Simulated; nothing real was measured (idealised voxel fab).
process module | voxel self aligned vias
cross-section cut | 270 nm wide | cells 5 nm
A cross-section is a grid of square cells, given in bands from the top down. A band is one or more rows of cells.
Each band's line starts with the height of the band's top and of its bottom, in nm. Then come its materials from left to right, each with its width in nm. One material with "throughout" fills the band from edge to edge. "air" is empty space.
Height 0 is the level under which the wafer as received is all one material. The lowest band goes on downwards, as in "0 down".
A width such as "30 to 40" changes by the same amount from each row of cells to the next, from the band's top row to its bottom row.
"no change" after a step means that no cell of the cross-section changed.
closed voids: empty space of 8 cells or more with no open way to the top, each as width x height at its distance from the left edge, in nm
after a step's settings: what the simulator itself notes on the step
overlay nm, on a step with a mask: how far to the right of its planned place the mask lay; to the left if negative
plan
1 op RECEIVE | material Si
2 op CONFORMAL_DEP | material SiO2 | thk nm 10
3 op CONFORMAL_DEP | material SiCN | thk nm 5
4 op DIRECTIONAL_DEP | material SiO2 | thk nm 20
5 op MASKED_ETCH | tone open | mask id LINES | width nm 30 | pitch nm 60 | etch materials SiO2 | depth nm 20 | overlay nm 0
6 op CONFORMAL_DEP | material TiN | thk nm 5
7 op FILL_DEP | material Ru | thk nm 10
8 op CMP | height nm 35
9 op SELECTIVE_ETCH | etch materials W Ru TiN | depth nm 10
10 op FILL_DEP | material SiN | thk nm 10
11 op CMP | height nm 35
12 op DIRECTIONAL_DEP | material SiO2 | thk nm 15
13 op MASKED_ETCH | tone open | mask id VIAS | width nm 40 | etch materials SiO2 | depth nm 15 | overlay nm 0
14 op MASKED_ETCH | tone open | mask id VIAS | width nm 40 | etch materials SiN | depth nm 10 | overlay nm 0
15 op CONFORMAL_DEP | material TiN | thk nm 5
16 op FILL_DEP | material Ru | thk nm 10
17 op CMP | height nm 50
18 op CONFORMAL_DEP | material SiN | thk nm 5
as received, after step 1
  0 down: Si throughout
  closed voids: none
a wafer at the end: this start, this plan, one mistake
  55 to 50: SiN throughout
  50 to 40: SiO2 85 | TiN 5 | SiN 30 | TiN 5 | SiO2 145
  40 to 35: SiO2 85 | TiN 10 | SiN 20 | TiN 10 | SiO2 145
  35 to 30: SiO2 90 | TiN 5 | SiN 20 | TiN 5 | SiO2 30 | SiN 30 | SiO2 90
  30 to 25: SiO2 90 | TiN 30 | SiO2 30 | SiN 30 | SiO2 90
  25 to 20: SiO2 90 | TiN 5 | Ru 20 | TiN 5 | SiO2 30 | TiN 5 | Ru 20 | TiN 5 | SiO2 90
  20 to 15: SiO2 90 | TiN 30 | SiO2 30 | TiN 30 | SiO2 90
  15 to 10: SiCN throughout
  10 to 0: SiO2 throughout
  0 down: Si throughout
  closed voids: none
what went wrong: step 16 ran as: op FILL_DEP | material SiN | thk nm 10
